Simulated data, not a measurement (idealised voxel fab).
Process module, titled voxel air gaps
Cross-section cut: width 280 nm, square cells of 5 nm.
Each cross-section below is a grid of square cells, stated as bands in top-down order, with one or more rows of cells making up each band.
It is stipulated that each band's entry specify, in nanometres, the height of the top of the band and then that of its bottom, followed by the materials of the band in left-to-right sequence, each together with its width in nanometres. A single material marked by the word "full width" is understood to fill the band from edge to edge; the word "air" is understood to denote empty space.
Beneath 0, the wafer as received is one material, and that level is where height counting begins. The lowest band goes on downward without a bottom; it is written like "0 nm and below".
Think of "30..40" as a width that walks from the first number to the second as you go down the band, top row to bottom row, taking equal-sized steps from row to row.
"nothing was modified" (step): cross-section cells unchanged, all of them.
The entry "Trapped void list" lists the empty spaces that cover at least 8 cells and have no open path to the top. Each is written as width x height at distance, where the distance is measured from the left edge and all three values are in nm.
Whatever follows a step's settings on its line is a remark the simulator itself makes about that step.
"overlay nm", when on a step's line for a step with a mask, measures how far to the right of its planned place the mask lay; a negative measure means to the left.

### List of planned process steps
1: RECEIVE: material Si
2: CONFORMAL_DEP: material SiO2, thk nm 15
3: CONFORMAL_DEP: material SiCN, thk nm 5
4: DIRECTIONAL_DEP: material lowk, thk nm 30
5: DIRECTIONAL_DEP: material aC, thk nm 15
6: PATTERN: tone open, mask id LINES, material resist, width nm 20, pitch nm 50, thk nm 30, overlay nm 0
7: DIRECTIONAL_ETCH: etch materials aC, depth nm 15
8: STRIP: etch materials resist
9: DIRECTIONAL_ETCH: etch materials lowk, depth nm 30
10: STRIP: etch materials aC
11: CONFORMAL_DEP: material TiN, thk nm 5
12: FILL_DEP: material Cu, thk nm 5
13: CMP: height nm 50
14: EPI: material Ru, thk nm 10
15: SELECTIVE_ETCH: etch materials lowk, depth nm 40
16: CONFORMAL_DEP: material SiCN, thk nm 5

### Shown in cross-section is the wafer as received, that is, as it stands after step 1
0 nm and below  Si full width
Trapped void list: none

### Starting wafer: above. Plan: above. Run: one mistake. Cross-section after the module: below
65 nm to 60 nm  SiCN full width
60 nm to 50 nm  Ru full width
50 nm to 25 nm  Cu: 50; TiN: 5; lowk: 20; TiN: 5; Cu: 20; TiN: 5; lowk: 20; TiN: 5; Cu: 20; TiN: 5; lowk: 20; TiN: 5; Cu: 20; TiN: 5; lowk: 20; TiN: 5; Cu: 50
25 nm to 20 nm  TiN: 55; lowk: 20; TiN: 30; lowk: 20; TiN: 30; lowk: 20; TiN: 30; lowk: 20; TiN: 55
20 nm to 15 nm  SiCN full width
15 nm to 0 nm  SiO2 full width
0 nm and below  Si full width
Trapped void list: none
Which mistake was made when the wafer was run? step 6 was processed under conditions differing from the plan, specifically as PATTERN: tone cover, mask id LINES, material resist, width nm 20, pitch nm 50, thk nm 30, overlay nm 0
